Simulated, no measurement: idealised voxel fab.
The process module that follows is named voxel air gaps.
The width of the displayed cross-section, cut, is 190 nm; its cells are square, with a size of 5 nm.
A cross-section in this document is a grid of square cells, and it is written down as bands, the top band listed before the ones below it; a band is made up of one or more rows of cells. What a band's entry tells you: where the top is and where the bottom is, as heights in nm, and after that what lies inside, material by material from left to right, each with its width in nm. Empty space is written as the word "air", and a single material marked with the word "full width" occupies the band from edge to edge. Heights from 0 (as-received wafer is one material below). Bottom band endless downward, as "0 nm and below". Quick explanation for "30..40": the width changes in equal steps down the rows of cells, from the first number in the band's top row to the second number in its bottom row. The designation "everything unchanged", where it is given for a processing step, indicates that no cell of the cross-section was altered in the course of that step. You'll see "Enclosed cavity list" listing empty spaces that have no way open to the top, as long as they're 8 cells or more; the notation is width x height at distance, where the distance is from the left edge, and all of it is in nm. Formally, on a step line, whatever follows the settings is a remark that the simulator itself makes on the step. The "overlay nm" setting may appear on a step's line; for a step that uses a mask, it gives how far to the right of its planned position the mask lay, and a negative value indicates the left.
-- Planned step list for the process
1,op RECEIVE | material Si
2,op CONFORMAL_DEP | material SiO2 | thk nm 15
3,op CONFORMAL_DEP | material SiCN | thk nm 5
4,op DIRECTIONAL_DEP | material SiO2 | thk nm 30
5,op PATTERN | tone open | mask id LINES | material resist | width nm 15 | pitch nm 45 | thk nm 20 | overlay nm 0
6,op DIRECTIONAL_ETCH | etch materials SiO2 | depth nm 30
7,op STRIP | etch materials resist
8,op CONFORMAL_DEP | material TiN | thk nm 5
9,op FILL_DEP | material W | thk nm 5
10,op CMP | height nm 50
11,op EPI | material Ru | thk nm 10
12,op SELECTIVE_ETCH | etch materials SiO2 | depth nm 40
13,op CONFORMAL_DEP | material SiCN | thk nm 5
-- The following pertains to the first of two wafers, which was processed as planned
-- Cross-section of the incoming wafer, state after step 1
	0 nm and below: Si full width
	Enclosed cavity list: none
-- Sectional view: wafer, after step 2
	15 nm to 0 nm: SiO2 full width
	Beneath the level 0, the cross-section is identical to its previous state.
-- Sectional view: wafer, after step 3
	20 nm to 15 nm: SiCN full width
	Beneath the level 15, the cross-section is identical to its previous state.
-- Sectional view: wafer, after step 4
	50 nm to 20 nm: SiO2 full width
	Beneath the level 20, the cross-section is identical to its previous state.
-- Sectional view: wafer, after step 5
	70 nm to 50 nm: 40 nm resist, 15 nm air, 30 nm resist, 15 nm air, 30 nm resist, 15 nm air, 45 nm resist
	Beneath the level 50, the cross-section is identical to its previous state.
-- Sectional view: wafer, after step 6
	70 nm to 50 nm: 40 nm resist, 15 nm air, 30 nm resist, 15 nm air, 30 nm resist, 15 nm air, 45 nm resist
	50 nm to 20 nm: 40 nm SiO2, 15 nm air, 30 nm SiO2, 15 nm air, 30 nm SiO2, 15 nm air, 45 nm SiO2
	Beneath the level 20, the cross-section is identical to its previous state.
-- Sectional view: wafer, after step 7
	50 nm to 20 nm: 40 nm SiO2, 15 nm air, 30 nm SiO2, 15 nm air, 30 nm SiO2, 15 nm air, 45 nm SiO2
	Beneath the level 20, the cross-section is identical to its previous state.
-- Sectional view: wafer, after step 8
	55 nm to 50 nm: 45 nm TiN, 5 nm air, 40 nm TiN, 5 nm air, 40 nm TiN, 5 nm air, 50 nm TiN
	50 nm to 25 nm: 40 nm SiO2, 5 nm TiN, 5 nm air, 5 nm TiN, 30 nm SiO2, 5 nm TiN, 5 nm air, 5 nm TiN, 30 nm SiO2, 5 nm TiN, 5 nm air, 5 nm TiN, 45 nm SiO2
	25 nm to 20 nm: 40 nm SiO2, 15 nm TiN, 30 nm SiO2, 15 nm TiN, 30 nm SiO2, 15 nm TiN, 45 nm SiO2
	Beneath the level 20, the cross-section is identical to its previous state.
-- Sectional view: wafer, after step 9
	60 nm to 55 nm: W full width
	55 nm to 50 nm: 45 nm TiN, 5 nm W, 40 nm TiN, 5 nm W, 40 nm TiN, 5 nm W, 50 nm TiN
	50 nm to 25 nm: 40 nm SiO2, 5 nm TiN, 5 nm W, 5 nm TiN, 30 nm SiO2, 5 nm TiN, 5 nm W, 5 nm TiN, 30 nm SiO2, 5 nm TiN, 5 nm W, 5 nm TiN, 45 nm SiO2
	Beneath the level 25, the cross-section is identical to its previous state.
-- Sectional view: wafer, after step 10
	50 nm to 25 nm: 40 nm SiO2, 5 nm TiN, 5 nm W, 5 nm TiN, 30 nm SiO2, 5 nm TiN, 5 nm W, 5 nm TiN, 30 nm SiO2, 5 nm TiN, 5 nm W, 5 nm TiN, 45 nm SiO2
	Beneath the level 25, the cross-section is identical to its previous state.
-- Sectional view: wafer, after step 11
	60 nm to 50 nm: 30 nm air, 35 nm Ru, 10 nm air, 35 nm Ru, 10 nm air, 35 nm Ru, 35 nm air
	Beneath the level 50, the cross-section is identical to its previous state.
-- Sectional view: wafer, after step 12
	60 nm to 50 nm: 30 nm air, 35 nm Ru, 10 nm air, 35 nm Ru, 10 nm air, 35 nm Ru, 35 nm air
	50 nm to 25 nm: 40 nm air, 5 nm TiN, 5 nm W, 5 nm TiN, 30 nm air, 5 nm TiN, 5 nm W, 5 nm TiN, 30 nm air, 5 nm TiN, 5 nm W, 5 nm TiN, 45 nm air
	25 nm to 20 nm: 40 nm air, 15 nm TiN, 30 nm air, 15 nm TiN, 30 nm air, 15 nm TiN, 45 nm air
	Beneath the level 20, the cross-section is identical to its previous state.
-- Sectional view: wafer, after step 13
	65 nm to 60 nm: 25 nm air, 135 nm SiCN, 30 nm air
	60 nm to 50 nm: 25 nm air, 5 nm SiCN, 35 nm Ru, 10 nm SiCN, 35 nm Ru, 10 nm SiCN, 35 nm Ru, 5 nm SiCN, 30 nm air
	50 nm to 45 nm: 25 nm air, 15 nm SiCN, 5 nm TiN, 5 nm W, 5 nm TiN, 30 nm SiCN, 5 nm TiN, 5 nm W, 5 nm TiN, 30 nm SiCN, 5 nm TiN, 5 nm W, 5 nm TiN, 15 nm SiCN, 30 nm air
	45 nm to 25 nm: 35 nm air, 5 nm SiCN, 5 nm TiN, 5 nm W, 5 nm TiN, 5 nm SiCN, 20 nm air, 5 nm SiCN, 5 nm TiN, 5 nm W, 5 nm TiN, 5 nm SiCN, 20 nm air, 5 nm SiCN, 5 nm TiN, 5 nm W, 5 nm TiN, 5 nm SiCN, 40 nm air
	25 nm to 20 nm: 40 nm SiCN, 15 nm TiN, 30 nm SiCN, 15 nm TiN, 30 nm SiCN, 15 nm TiN, 45 nm SiCN
	Beneath the level 20, the cross-section is identical to its previous state.
	Enclosed cavity list: 20 x 20 at 60; 20 x 20 at 105
-- Okay, second wafer. Nothing different at the start, nothing different in the plan, just one mistake somewhere in the running. As far as step 4, counting that step, it's the first wafer all over again
-- Second wafer, sectioned view, at step 5's planned end time
	70 nm to 50 nm: 35 nm resist, 25 nm air, 20 nm resist, 25 nm air, 20 nm resist, 25 nm air, 40 nm resist
	Beneath the level 50, the cross-section is identical to its previous state.
-- Second wafer, sectioned view, at step 6's planned end time
	70 nm to 50 nm: 35 nm resist, 25 nm air, 20 nm resist, 25 nm air, 20 nm resist, 25 nm air, 40 nm resist
	50 nm to 20 nm: 35 nm SiO2, 25 nm air, 20 nm SiO2, 25 nm air, 20 nm SiO2, 25 nm air, 40 nm SiO2
	Beneath the level 20, the cross-section is identical to its previous state.
-- Second wafer, sectioned view, at step 7's planned end time
	50 nm to 20 nm: 35 nm SiO2, 25 nm air, 20 nm SiO2, 25 nm air, 20 nm SiO2, 25 nm air, 40 nm SiO2
	Beneath the level 20, the cross-section is identical to its previous state.
-- Second wafer, sectioned view, at step 8's planned end time
	55 nm to 50 nm: 40 nm TiN, 15 nm air, 30 nm TiN, 15 nm air, 30 nm TiN, 15 nm air, 45 nm TiN
	50 nm to 25 nm: 35 nm SiO2, 5 nm TiN, 15 nm air, 5 nm TiN, 20 nm SiO2, 5 nm TiN, 15 nm air, 5 nm TiN, 20 nm SiO2, 5 nm TiN, 15 nm air, 5 nm TiN, 40 nm SiO2
	25 nm to 20 nm: 35 nm SiO2, 25 nm TiN, 20 nm SiO2, 25 nm TiN, 20 nm SiO2, 25 nm TiN, 40 nm SiO2
	Beneath the level 20, the cross-section is identical to its previous state.
-- Second wafer, sectioned view, at step 9's planned end time
	60 nm to 55 nm: W full width
	55 nm to 50 nm: 40 nm TiN, 15 nm W, 30 nm TiN, 15 nm W, 30 nm TiN, 15 nm W, 45 nm TiN
	50 nm to 25 nm: 35 nm SiO2, 5 nm TiN, 15 nm W, 5 nm TiN, 20 nm SiO2, 5 nm TiN, 15 nm W, 5 nm TiN, 20 nm SiO2, 5 nm TiN, 15 nm W, 5 nm TiN, 40 nm SiO2
	Beneath the level 25, the cross-section is identical to its previous state.
-- Second wafer, sectioned view, at step 10's planned end time
	50 nm to 25 nm: 35 nm SiO2, 5 nm TiN, 15 nm W, 5 nm TiN, 20 nm SiO2, 5 nm TiN, 15 nm W, 5 nm TiN, 20 nm SiO2, 5 nm TiN, 15 nm W, 5 nm TiN, 40 nm SiO2
	Beneath the level 25, the cross-section is identical to its previous state.
-- Second wafer, sectioned view, at step 11's planned end time
	60 nm to 50 nm: 25 nm air, 135 nm Ru, 30 nm air
	Beneath the level 50, the cross-section is identical to its previous state.
-- Second wafer, sectioned view, at step 12's planned end time
	60 nm to 50 nm: 25 nm air, 135 nm Ru, 30 nm air
	50 nm to 25 nm: 35 nm air, 5 nm TiN, 15 nm W, 5 nm TiN, 20 nm SiO2, 5 nm TiN, 15 nm W, 5 nm TiN, 20 nm SiO2, 5 nm TiN, 15 nm W, 5 nm TiN, 40 nm air
	25 nm to 20 nm: 35 nm air, 25 nm TiN, 20 nm SiO2, 25 nm TiN, 20 nm SiO2, 25 nm TiN, 40 nm air
	Beneath the level 20, the cross-section is identical to its previous state.
-- Second wafer, sectioned view, at step 13's planned end time
	65 nm to 60 nm: 20 nm air, 145 nm SiCN, 25 nm air
	60 nm to 50 nm: 20 nm air, 5 nm SiCN, 135 nm Ru, 5 nm SiCN, 25 nm air
	50 nm to 45 nm: 20 nm air, 15 nm SiCN, 5 nm TiN, 15 nm W, 5 nm TiN, 20 nm SiO2, 5 nm TiN, 15 nm W, 5 nm TiN, 20 nm SiO2, 5 nm TiN, 15 nm W, 5 nm TiN, 15 nm SiCN, 25 nm air
	45 nm to 25 nm: 30 nm air, 5 nm SiCN, 5 nm TiN, 15 nm W, 5 nm TiN, 20 nm SiO2, 5 nm TiN, 15 nm W, 5 nm TiN, 20 nm SiO2, 5 nm TiN, 15 nm W, 5 nm TiN, 5 nm SiCN, 35 nm air
	25 nm to 20 nm: 35 nm SiCN, 25 nm TiN, 20 nm SiO2, 25 nm TiN, 20 nm SiO2, 25 nm TiN, 40 nm SiCN
	Beneath the level 20, the cross-section is identical to its previous state.
Error vs. plan: step 5 deviated from plan and actually ran as op PATTERN | tone open | mask id LINES | material resist | width nm 25 | pitch nm 45 | thk nm 20 | overlay nm 0
Wafer comparison, final, in cells, second relative to first, materials more or fewer: Ru +12; SiCN -48; SiO2 +48; TiN +6; W +30
Wafer, first: 2 closed voids at end. Wafer, second: 0.
